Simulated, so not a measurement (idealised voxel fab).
You're looking at the process module voxel gate over fins.
Each square cell in cross-section cut measures 5 nm, and the section as a whole is 250 nm wide.
A cross-section is written here as square cells arranged in a grid, and it is given in bands from the top down, each band taking up one or more rows of cells.
It is stipulated that each band's entry specify, in nanometres, the height of the top of the band and then that of its bottom, followed by the materials of the band in left-to-right sequence, each together with its width in nanometres. A single material marked by the word "everywhere" is understood to fill the band from edge to edge; the word "empty" is understood to denote empty space.
Heights are expressed relative to 0, this being the level below which the as-received wafer comprises one material exclusively. The lowest band is unbounded in the downward direction and is denoted as in "0 nm and below".
Note: "30..40" means the width goes from the first number (top row of the band) to the second number (bottom row) in equal steps per row of cells.
Step note "no change occurred" = no cross-section cell changed.
Each empty space that has no open way to the top and spans at least 8 cells appears under "Closed cavity list" as width x height at distance, the distance counted from the left edge, all in nm.
That trailing text on a step's line, after the settings, is the simulator's own remark on the step.
"overlay nm" answers the question of how far to the right of plan the mask lay on a step that has a mask, and when it is negative the answer is to the left.

Planned process steps:
1,RECEIVE: material Si
2,CONFORMAL_DEP: material SiN, thk nm 5
3,MASKED_ETCH: tone cover, mask id FINS, width nm 15, pitch nm 35, etch materials SiN, depth nm 5, overlay nm 0
4,MASKED_ETCH: tone cover, mask id FINS, width nm 15, pitch nm 35, etch materials Si, depth nm 40, overlay nm 0
5,FILL_DEP: material SiO2, thk nm 15
6,CMP: height nm 5
7,SELECTIVE_ETCH: etch materials SiO2, depth nm 15
8,STRIP: etch materials SiN
9,CONFORMAL_DEP: material HfO2, thk nm 5
10,CONFORMAL_DEP: material TiN, thk nm 5
11,FILL_DEP: material W, thk nm 10
12,CMP: height nm 15
13,CONFORMAL_DEP: material SiN, thk nm 5

As-received wafer cross-section (after step 1):
- 0 nm and below: Si everywhere
- Closed cavity list: none

Looking at the first of two wafers in cross-section at end of module - ran to plan:
- 20 nm to 15 nm: SiN everywhere
- 15 nm to 10 nm: W everywhere
- 10 nm to 5 nm: W: 90; TiN: 70; W: 90
- 5 nm to 0 nm: W: 90; TiN: 5; HfO2: 25; TiN: 10; HfO2: 25; TiN: 5; W: 90
- 0 nm to -5 nm: TiN: 95; HfO2: 5; Si: 15; HfO2: 5; TiN: 10; HfO2: 5; Si: 15; HfO2: 5; TiN: 95
- -5 nm to -10 nm: HfO2: 100; Si: 15; HfO2: 20; Si: 15; HfO2: 100
- -10 nm to -40 nm: SiO2: 100; Si: 15; SiO2: 20; Si: 15; SiO2: 100
- -40 nm and below: Si everywhere
- Closed cavity list: none

Wafer two, end of module, cross-section. Same start, same plan as wafer one. One mistake in the run:
- 20 nm to 15 nm: SiN everywhere
- 15 nm to 10 nm: W everywhere
- 10 nm to 5 nm: W: 90; TiN: 70; W: 90
- 5 nm to 0 nm: W: 90; TiN: 5; HfO2: 25; TiN: 10; HfO2: 25; TiN: 5; W: 90
- 0 nm to -10 nm: W: 90; TiN: 5; HfO2: 5; Si: 15; HfO2: 5; TiN: 10; HfO2: 5; Si: 15; HfO2: 5; TiN: 5; W: 90
- -10 nm to -15 nm: TiN: 95; HfO2: 5; Si: 15; HfO2: 5; TiN: 10; HfO2: 5; Si: 15; HfO2: 5; TiN: 95
- -15 nm to -20 nm: HfO2: 100; Si: 15; HfO2: 20; Si: 15; HfO2: 100
- -20 nm to -40 nm: SiO2: 100; Si: 15; SiO2: 20; Si: 15; SiO2: 100
- -40 nm and below: Si everywhere
- Closed cavity list: none
The mistake made against the process plan was this: step 7 did not use the planned setting and instead ran as SELECTIVE_ETCH: etch materials SiO2, depth nm 25
Final cells, second wafer relative to first, materials higher or lower: HfO2 +8; SiO2 -88; TiN +8; W +72
